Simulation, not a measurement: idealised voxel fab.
This section sets out a process module, namely voxel self aligned vias.
225 nm wide, 5 nm square cells: that's cross-section cut.
Heads up, the way a cross-section reads in here is a grid of square cells, handed over as bands from the top down, with every band being one or more rows of cells.
Per band: top height and bottom height in nm, followed by the left-to-right materials and their widths in nm; "all across" marks a single material spanning edge to edge, "air" marks empty space.
All heights in this document are referenced to 0, defined as the level beneath which the wafer, as received, consists entirely of one material. The lowest band is not bounded below; it extends indefinitely downward and is written in the form "0 down".
The notation "30..40" denotes a width that varies across the rows of cells in the band, beginning at the first number in the top row, finishing at the second number in the bottom row, and changing by an identical amount from each row to the next.
Basically "nothing changed" means that step didn't change any cell in the cross-section.
In "Sealed void listing" the enclosed voids are listed, meaning empty spaces of 8 cells or larger without any opening to the top. The form is width x height at distance, distance from the left edge, units nm.
Anything after a step's settings on that line? It's the simulator's own note about the step.
What "overlay nm" on a step's line means: if the step has a mask, that mask lay this far to the right of its planned place, or, when the value is negative, to the left.

HERE'S WHAT THE PLANNED PROCESS STEPS LOOK LIKE
1: RECEIVE (material Si)
2: CONFORMAL_DEP (material SiO2; thk nm 10)
3: CONFORMAL_DEP (material SiCN; thk nm 5)
4: DIRECTIONAL_DEP (material lowk; thk nm 20)
5: PATTERN (tone open; mask id LINES; material resist; width nm 20; pitch nm 60; thk nm 15; overlay nm 0)
6: DIRECTIONAL_ETCH (etch materials lowk; depth nm 20)
7: STRIP (etch materials resist)
8: CONFORMAL_DEP (material TiN; thk nm 5)
9: FILL_DEP (material W; thk nm 5)
10: CMP (height nm 35)
11: SELECTIVE_ETCH (etch materials W Ru TiN; depth nm 5)
12: FILL_DEP (material SiN; thk nm 10)
13: CMP (height nm 35)
14: DIRECTIONAL_DEP (material lowk; thk nm 15)
15: DIRECTIONAL_DEP (material aC; thk nm 15)
16: PATTERN (tone open; mask id VIAS; material resist; width nm 40; pitch nm 60; thk nm 30; overlay nm 0)
17: DIRECTIONAL_ETCH (etch materials aC; depth nm 15)
18: STRIP (etch materials resist)
19: DIRECTIONAL_ETCH (etch materials lowk; depth nm 15)
20: DIRECTIONAL_ETCH (etch materials SiN; depth nm 5)
21: STRIP (etch materials aC)
22: CONFORMAL_DEP (material TiN; thk nm 5)
23: FILL_DEP (material Cu; thk nm 5)
24: CMP (height nm 50)
25: CONFORMAL_DEP (material SiN; thk nm 5)

HERE'S WHAT THE WAFER LOOKED LIKE IN CROSS-SECTION WHEN IT ARRIVED - THAT'S AFTER STEP 1
0 down: Si all across
Sealed void listing: none

THE FIRST OF THE TWO WAFERS AS SEEN IN CROSS-SECTION ONCE THE MODULE WAS FINISHED; PROCESSING FOLLOWED THE PLAN
55 to 50: SiN all across
50 to 40: lowk: 60  TiN: 5  Cu: 30  TiN: 5  lowk: 20  TiN: 5  Cu: 30  TiN: 5  lowk: 65
40 to 35: lowk: 60  TiN: 15  Cu: 10  TiN: 15  lowk: 20  TiN: 15  Cu: 10  TiN: 15  lowk: 65
35 to 30: lowk: 70  TiN: 20  lowk: 40  TiN: 20  lowk: 75
30 to 20: lowk: 70  TiN: 5  W: 10  TiN: 5  lowk: 40  TiN: 5  W: 10  TiN: 5  lowk: 75
20 to 15: lowk: 70  TiN: 20  lowk: 40  TiN: 20  lowk: 75
15 to 10: SiCN all across
10 to 0: SiO2 all across
0 down: Si all across
Sealed void listing: none

SO THIS IS WAFER NUMBER TWO OF THE TWO, CUT AT THE END OF THE MODULE - IT STARTED WHERE THE FIRST DID AND HAD THE SAME PLAN, WE JUST GOT ONE THING WRONG RUNNING IT
55 to 50: SiN all across
50 to 40: lowk: 60  TiN: 5  Cu: 30  TiN: 5  lowk: 20  TiN: 5  Cu: 30  TiN: 5  lowk: 65
40 to 35: lowk: 60  TiN: 15  Cu: 15  TiN: 10  lowk: 20  TiN: 15  Cu: 15  TiN: 10  lowk: 65
35 to 30: lowk: 70  TiN: 25  lowk: 35  TiN: 25  lowk: 70
30 to 20: lowk: 70  TiN: 5  W: 15  TiN: 5  lowk: 35  TiN: 5  W: 15  TiN: 5  lowk: 70
20 to 15: lowk: 70  TiN: 25  lowk: 35  TiN: 25  lowk: 70
15 to 10: SiCN all across
10 to 0: SiO2 all across
0 down: Si all across
Sealed void listing: none
Nonconformance to the process plan: step 5 did not use the planned setting and instead ran as PATTERN (tone open; mask id LINES; material resist; width nm 25; pitch nm 60; thk nm 15; overlay nm 0)
at the end the second wafer has, in cells: Cu: 2 more | TiN: 2 more | W: 4 more | lowk: 8 fewer
